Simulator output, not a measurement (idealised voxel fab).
The document below concerns the process module designated voxel self aligned contacts.
It is cross-section cut that appears here, measuring 220 nm in width, its square cells being 5 nm in size.
If you're reading a cross-section in this doc, picture square cells in a grid; it comes to you as bands, top ones listed first down to the bottom, and a band can be one or more rows of cells.
Top, bottom (nm), then materials left to right with widths (nm); lone material tagged "throughout" fills the whole band edge to edge; "blank" = empty space.
Height datum 0, below which the as-received substrate wafer is one material. Lowest band open at the bottom, running downward: "0 -> down".
A width such as "30 to 40" changes by the same amount from each row of cells to the next, from the band's top row to its bottom row.
What does "left unchanged" mean for a step? It means no cell of the cross-section changed in that step.
"Trapped voids" - sealed voids, min. 8 cells, no opening to top; format: width x height at distance (distance from left edge; nm throughout).
That trailing text on a step's line, after the settings, is the simulator's own remark on the step.
overlay nm: right-of-plan distance of the mask on a masked step; negative values mean left-of-plan.
PLANNED PROCESS STEPS
1 RECEIVE,material Si
2 CONFORMAL_DEP,material SiO2,thk nm 5
3 DIRECTIONAL_DEP,material polySi,thk nm 25
4 DIRECTIONAL_DEP,material SiN,thk nm 15
5 PATTERN,tone cover,mask id GATE,material resist,width nm 35,pitch nm 70,thk nm 20,overlay nm 0
6 DIRECTIONAL_ETCH,etch materials SiN,depth nm 15
7 DIRECTIONAL_ETCH,etch materials polySi,depth nm 25
8 STRIP,etch materials resist
9 CONFORMAL_DEP,material SiN,thk nm 5
10 DIRECTIONAL_ETCH,etch materials SiN,depth nm 5
11 FILL_DEP,material SiO2,thk nm 10
12 CMP,height nm 50
13 DIRECTIONAL_DEP,material aC,thk nm 10
14 PATTERN,tone open,mask id CONTACT,material resist,width nm 55,pitch nm 70,thk nm 30,overlay nm 0
15 DIRECTIONAL_ETCH,etch materials aC,depth nm 10
16 STRIP,etch materials resist
17 DIRECTIONAL_ETCH,etch materials SiO2,depth nm 50
18 STRIP,etch materials aC
19 CONFORMAL_DEP,material TiN,thk nm 5
20 FILL_DEP,material Ru,thk nm 10
21 CMP,height nm 50
22 CONFORMAL_DEP,material SiCN,thk nm 5
THE FIRST OF TWO WAFERS, RUN AS PLANNED
AS RECEIVED (POST STEP 1): CROSS-SECTION
0 -> down  Si throughout
Trapped voids: none
CROSS-SECTIONAL REPRESENTATION OF THE WAFER AT THE CONCLUSION OF STEP 2
5 -> 0  SiO2 throughout
Below a height of 0, the structure has not been altered.
CROSS-SECTIONAL REPRESENTATION OF THE WAFER AT THE CONCLUSION OF STEP 3
30 -> 5  polySi throughout
Below a height of 5, the structure has not been altered.
CROSS-SECTIONAL REPRESENTATION OF THE WAFER AT THE CONCLUSION OF STEP 4
45 -> 30  SiN throughout
Below a height of 30, the structure has not been altered.
CROSS-SECTIONAL REPRESENTATION OF THE WAFER AT THE CONCLUSION OF STEP 5
65 -> 45  blank (20), then resist (35), then blank (35), then resist (35), then blank (35), then resist (35), then blank (25)
Below a height of 45, the structure has not been altered.
CROSS-SECTIONAL REPRESENTATION OF THE WAFER AT THE CONCLUSION OF STEP 6
65 -> 45  blank (20), then resist (35), then blank (35), then resist (35), then blank (35), then resist (35), then blank (25)
45 -> 30  blank (20), then SiN (35), then blank (35), then SiN (35), then blank (35), then SiN (35), then blank (25)
Below a height of 30, the structure has not been altered.
CROSS-SECTIONAL REPRESENTATION OF THE WAFER AT THE CONCLUSION OF STEP 7
65 -> 45  blank (20), then resist (35), then blank (35), then resist (35), then blank (35), then resist (35), then blank (25)
45 -> 30  blank (20), then SiN (35), then blank (35), then SiN (35), then blank (35), then SiN (35), then blank (25)
30 -> 5  blank (20), then polySi (35), then blank (35), then polySi (35), then blank (35), then polySi (35), then blank (25)
Below a height of 5, the structure has not been altered.
CROSS-SECTIONAL REPRESENTATION OF THE WAFER AT THE CONCLUSION OF STEP 8
45 -> 30  blank (20), then SiN (35), then blank (35), then SiN (35), then blank (35), then SiN (35), then blank (25)
Below a height of 30, the structure has not been altered.
CROSS-SECTIONAL REPRESENTATION OF THE WAFER AT THE CONCLUSION OF STEP 9
50 -> 30  blank (15), then SiN (45), then blank (25), then SiN (45), then blank (25), then SiN (45), then blank (20)
30 -> 10  blank (15), then SiN (5), then polySi (35), then SiN (5), then blank (25), then SiN (5), then polySi (35), then SiN (5), then blank (25), then SiN (5), then polySi (35), then SiN (5), then blank (20)
10 -> 5  SiN (20), then polySi (35), then SiN (35), then polySi (35), then SiN (35), then polySi (35), then SiN (25)
Below a height of 5, the structure has not been altered.
CROSS-SECTIONAL REPRESENTATION OF THE WAFER AT THE CONCLUSION OF STEP 10
45 -> 30  blank (15), then SiN (45), then blank (25), then SiN (45), then blank (25), then SiN (45), then blank (20)
30 -> 5  blank (15), then SiN (5), then polySi (35), then SiN (5), then blank (25), then SiN (5), then polySi (35), then SiN (5), then blank (25), then SiN (5), then polySi (35), then SiN (5), then blank (20)
Below a height of 5, the structure has not been altered.
CROSS-SECTIONAL REPRESENTATION OF THE WAFER AT THE CONCLUSION OF STEP 11
55 -> 45  SiO2 throughout
45 -> 30  SiO2 (15), then SiN (45), then SiO2 (25), then SiN (45), then SiO2 (25), then SiN (45), then SiO2 (20)
30 -> 5  SiO2 (15), then SiN (5), then polySi (35), then SiN (5), then SiO2 (25), then SiN (5), then polySi (35), then SiN (5), then SiO2 (25), then SiN (5), then polySi (35), then SiN (5), then SiO2 (20)
Below a height of 5, the structure has not been altered.
CROSS-SECTIONAL REPRESENTATION OF THE WAFER AT THE CONCLUSION OF STEP 12
50 -> 45  SiO2 throughout
Below a height of 45, the structure has not been altered.
CROSS-SECTIONAL REPRESENTATION OF THE WAFER AT THE CONCLUSION OF STEP 13
60 -> 50  aC throughout
Below a height of 50, the structure has not been altered.
CROSS-SECTIONAL REPRESENTATION OF THE WAFER AT THE CONCLUSION OF STEP 14
90 -> 60  resist (45), then blank (55), then resist (15), then blank (55), then resist (50)
Below a height of 60, the structure has not been altered.
CROSS-SECTIONAL REPRESENTATION OF THE WAFER AT THE CONCLUSION OF STEP 15
80 -> 60  resist (45), then blank (55), then resist (15), then blank (55), then resist (50)
60 -> 50  aC (45), then blank (55), then aC (15), then blank (55), then aC (50)
Below a height of 50, the structure has not been altered.
CROSS-SECTIONAL REPRESENTATION OF THE WAFER AT THE CONCLUSION OF STEP 16
60 -> 50  aC (45), then blank (55), then aC (15), then blank (55), then aC (50)
Below a height of 50, the structure has not been altered.
CROSS-SECTIONAL REPRESENTATION OF THE WAFER AT THE CONCLUSION OF STEP 17
60 -> 50  aC (45), then blank (55), then aC (15), then blank (55), then aC (50)
50 -> 45  SiO2 (45), then blank (55), then SiO2 (15), then blank (55), then SiO2 (50)
45 -> 30  SiO2 (15), then SiN (45), then blank (25), then SiN (45), then blank (25), then SiN (45), then SiO2 (20)
30 -> 5  SiO2 (15), then SiN (5), then polySi (35), then SiN (5), then blank (25), then SiN (5), then polySi (35), then SiN (5), then blank (25), then SiN (5), then polySi (35), then SiN (5), then SiO2 (20)
5 -> 0  SiO2 (60), then blank (25), then SiO2 (45), then blank (25), then SiO2 (65)
Below a height of 0, the structure has not been altered.
CROSS-SECTIONAL REPRESENTATION OF THE WAFER AT THE CONCLUSION OF STEP 18
50 -> 45  SiO2 (45), then blank (55), then SiO2 (15), then blank (55), then SiO2 (50)
Below a height of 45, the structure has not been altered.
CROSS-SECTIONAL REPRESENTATION OF THE WAFER AT THE CONCLUSION OF STEP 19
55 -> 50  TiN (50), then blank (45), then TiN (25), then blank (45), then TiN (55)
50 -> 45  SiO2 (45), then TiN (20), then blank (15), then TiN (20), then SiO2 (15), then TiN (20), then blank (15), then TiN (20), then SiO2 (50)
45 -> 30  SiO2 (15), then SiN (45), then TiN (5), then blank (15), then TiN (5), then SiN (45), then TiN (5), then blank (15), then TiN (5), then SiN (45), then SiO2 (20)
30 -> 5  SiO2 (15), then SiN (5), then polySi (35), then SiN (5), then TiN (5), then blank (15), then TiN (5), then SiN (5), then polySi (35), then SiN (5), then TiN (5), then blank (15), then TiN (5), then SiN (5), then polySi (35), then SiN (5), then SiO2 (20)
5 -> 0  SiO2 (60), then TiN (25), then SiO2 (45), then TiN (25), then SiO2 (65)
Below a height of 0, the structure has not been altered.
CROSS-SECTIONAL REPRESENTATION OF THE WAFER AT THE CONCLUSION OF STEP 20
65 -> 55  Ru throughout
55 -> 50  TiN (50), then Ru (45), then TiN (25), then Ru (45), then TiN (55)
50 -> 45  SiO2 (45), then TiN (20), then Ru (15), then TiN (20), then SiO2 (15), then TiN (20), then Ru (15), then TiN (20), then SiO2 (50)
45 -> 30  SiO2 (15), then SiN (45), then TiN (5), then Ru (15), then TiN (5), then SiN (45), then TiN (5), then Ru (15), then TiN (5), then SiN (45), then SiO2 (20)
30 -> 5  SiO2 (15), then SiN (5), then polySi (35), then SiN (5), then TiN (5), then Ru (15), then TiN (5), then SiN (5), then polySi (35), then SiN (5), then TiN (5), then Ru (15), then TiN (5), then SiN (5), then polySi (35), then SiN (5), then SiO2 (20)
Below a height of 5, the structure has not been altered.
CROSS-SECTIONAL REPRESENTATION OF THE WAFER AT THE CONCLUSION OF STEP 21
50 -> 45  SiO2 (45), then TiN (20), then Ru (15), then TiN (20), then SiO2 (15), then TiN (20), then Ru (15), then TiN (20), then SiO2 (50)
Below a height of 45, the structure has not been altered.
CROSS-SECTIONAL REPRESENTATION OF THE WAFER AT THE CONCLUSION OF STEP 22
55 -> 50  SiCN throughout
Below a height of 50, the structure has not been altered.
THE SECOND WAFER BEGAN EXACTLY AS THE FIRST DID AND FOLLOWED THE SAME PLAN, BUT ONE MISTAKE WAS MADE WHILE RUNNING IT; THROUGH STEP 2 INCLUSIVE, THE TWO WAFERS ARE IDENTICAL
SECOND WAFER, SECTION VIEW, TIME POINT: SCHEDULED END OF STEP 3
20 -> 5  SiN throughout
Below a height of 5, the structure has not been altered.
SECOND WAFER, SECTION VIEW, TIME POINT: SCHEDULED END OF STEP 4
45 -> 20  polySi throughout
Below a height of 20, the structure has not been altered.
SECOND WAFER, SECTION VIEW, TIME POINT: SCHEDULED END OF STEP 5
65 -> 45  blank (20), then resist (35), then blank (35), then resist (35), then blank (35), then resist (35), then blank (25)
Below a height of 45, the structure has not been altered.
Second wafer, section view, time point: scheduled end of step 6: left unchanged
SECOND WAFER, SECTION VIEW, TIME POINT: SCHEDULED END OF STEP 7
65 -> 45  blank (20), then resist (35), then blank (35), then resist (35), then blank (35), then resist (35), then blank (25)
45 -> 20  blank (20), then polySi (35), then blank (35), then polySi (35), then blank (35), then polySi (35), then blank (25)
Below a height of 20, the structure has not been altered.
SECOND WAFER, SECTION VIEW, TIME POINT: SCHEDULED END OF STEP 8
45 -> 20  blank (20), then polySi (35), then blank (35), then polySi (35), then blank (35), then polySi (35), then blank (25)
Below a height of 20, the structure has not been altered.
SECOND WAFER, SECTION VIEW, TIME POINT: SCHEDULED END OF STEP 9
50 -> 45  blank (15), then SiN (45), then blank (25), then SiN (45), then blank (25), then SiN (45), then blank (20)
45 -> 25  blank (15), then SiN (5), then polySi (35), then SiN (5), then blank (25), then SiN (5), then polySi (35), then SiN (5), then blank (25), then SiN (5), then polySi (35), then SiN (5), then blank (20)
25 -> 20  SiN (20), then polySi (35), then SiN (35), then polySi (35), then SiN (35), then polySi (35), then SiN (25)
Below a height of 20, the structure has not been altered.
SECOND WAFER, SECTION VIEW, TIME POINT: SCHEDULED END OF STEP 10
45 -> 20  blank (15), then SiN (5), then polySi (35), then SiN (5), then blank (25), then SiN (5), then polySi (35), then SiN (5), then blank (25), then SiN (5), then polySi (35), then SiN (5), then blank (20)
Below a height of 20, the structure has not been altered.
SECOND WAFER, SECTION VIEW, TIME POINT: SCHEDULED END OF STEP 11
55 -> 45  SiO2 throughout
45 -> 20  SiO2 (15), then SiN (5), then polySi (35), then SiN (5), then SiO2 (25), then SiN (5), then polySi (35), then SiN (5), then SiO2 (25), then SiN (5), then polySi (35), then SiN (5), then SiO2 (20)
Below a height of 20, the structure has not been altered.
SECOND WAFER, SECTION VIEW, TIME POINT: SCHEDULED END OF STEP 12
50 -> 45  SiO2 throughout
Below a height of 45, the structure has not been altered.
SECOND WAFER, SECTION VIEW, TIME POINT: SCHEDULED END OF STEP 13
60 -> 50  aC throughout
Below a height of 50, the structure has not been altered.
SECOND WAFER, SECTION VIEW, TIME POINT: SCHEDULED END OF STEP 14
90 -> 60  resist (45), then blank (55), then resist (15), then blank (55), then resist (50)
Below a height of 60, the structure has not been altered.
SECOND WAFER, SECTION VIEW, TIME POINT: SCHEDULED END OF STEP 15
80 -> 60  resist (45), then blank (55), then resist (15), then blank (55), then resist (50)
60 -> 50  aC (45), then blank (55), then aC (15), then blank (55), then aC (50)
Below a height of 50, the structure has not been altered.
SECOND WAFER, SECTION VIEW, TIME POINT: SCHEDULED END OF STEP 16
60 -> 50  aC (45), then blank (55), then aC (15), then blank (55), then aC (50)
Below a height of 50, the structure has not been altered.
SECOND WAFER, SECTION VIEW, TIME POINT: SCHEDULED END OF STEP 17
60 -> 50  aC (45), then blank (55), then aC (15), then blank (55), then aC (50)
50 -> 45  SiO2 (45), then blank (55), then SiO2 (15), then blank (55), then SiO2 (50)
45 -> 20  SiO2 (15), then SiN (5), then polySi (35), then SiN (5), then blank (25), then SiN (5), then polySi (35), then SiN (5), then blank (25), then SiN (5), then polySi (35), then SiN (5), then SiO2 (20)
Below a height of 20, the structure has not been altered.
SECOND WAFER, SECTION VIEW, TIME POINT: SCHEDULED END OF STEP 18
50 -> 45  SiO2 (45), then blank (55), then SiO2 (15), then blank (55), then SiO2 (50)
Below a height of 45, the structure has not been altered.
SECOND WAFER, SECTION VIEW, TIME POINT: SCHEDULED END OF STEP 19
55 -> 50  TiN (50), then blank (45), then TiN (25), then blank (45), then TiN (55)
50 -> 45  SiO2 (45), then TiN (20), then blank (15), then TiN (20), then SiO2 (15), then TiN (20), then blank (15), then TiN (20), then SiO2 (50)
45 -> 25  SiO2 (15), then SiN (5), then polySi (35), then SiN (5), then TiN (5), then blank (15), then TiN (5), then SiN (5), then polySi (35), then SiN (5), then TiN (5), then blank (15), then TiN (5), then SiN (5), then polySi (35), then SiN (5), then SiO2 (20)
25 -> 20  SiO2 (15), then SiN (5), then polySi (35), then SiN (5), then TiN (25), then SiN (5), then polySi (35), then SiN (5), then TiN (25), then SiN (5), then polySi (35), then SiN (5), then SiO2 (20)
Below a height of 20, the structure has not been altered.
SECOND WAFER, SECTION VIEW, TIME POINT: SCHEDULED END OF STEP 20
65 -> 55  Ru throughout
55 -> 50  TiN (50), then Ru (45), then TiN (25), then Ru (45), then TiN (55)
50 -> 45  SiO2 (45), then TiN (20), then Ru (15), then TiN (20), then SiO2 (15), then TiN (20), then Ru (15), then TiN (20), then SiO2 (50)
45 -> 25  SiO2 (15), then SiN (5), then polySi (35), then SiN (5), then TiN (5), then Ru (15), then TiN (5), then SiN (5), then polySi (35), then SiN (5), then TiN (5), then Ru (15), then TiN (5), then SiN (5), then polySi (35), then SiN (5), then SiO2 (20)
Below a height of 25, the structure has not been altered.
SECOND WAFER, SECTION VIEW, TIME POINT: SCHEDULED END OF STEP 21
50 -> 45  SiO2 (45), then TiN (20), then Ru (15), then TiN (20), then SiO2 (15), then TiN (20), then Ru (15), then TiN (20), then SiO2 (50)
Below a height of 45, the structure has not been altered.
SECOND WAFER, SECTION VIEW, TIME POINT: SCHEDULED END OF STEP 22
55 -> 50  SiCN throughout
Below a height of 50, the structure has not been altered.
Processing error: the intended sequence of steps 3 and 4 was reversed during processing, with each occupying the position of the other
The closing comparison, in cells, has the second wafer with more or fewer of some materials than the first: Ru: 24 fewer; SiN: 51 more; SiO2: 11 fewer; TiN: 16 fewer
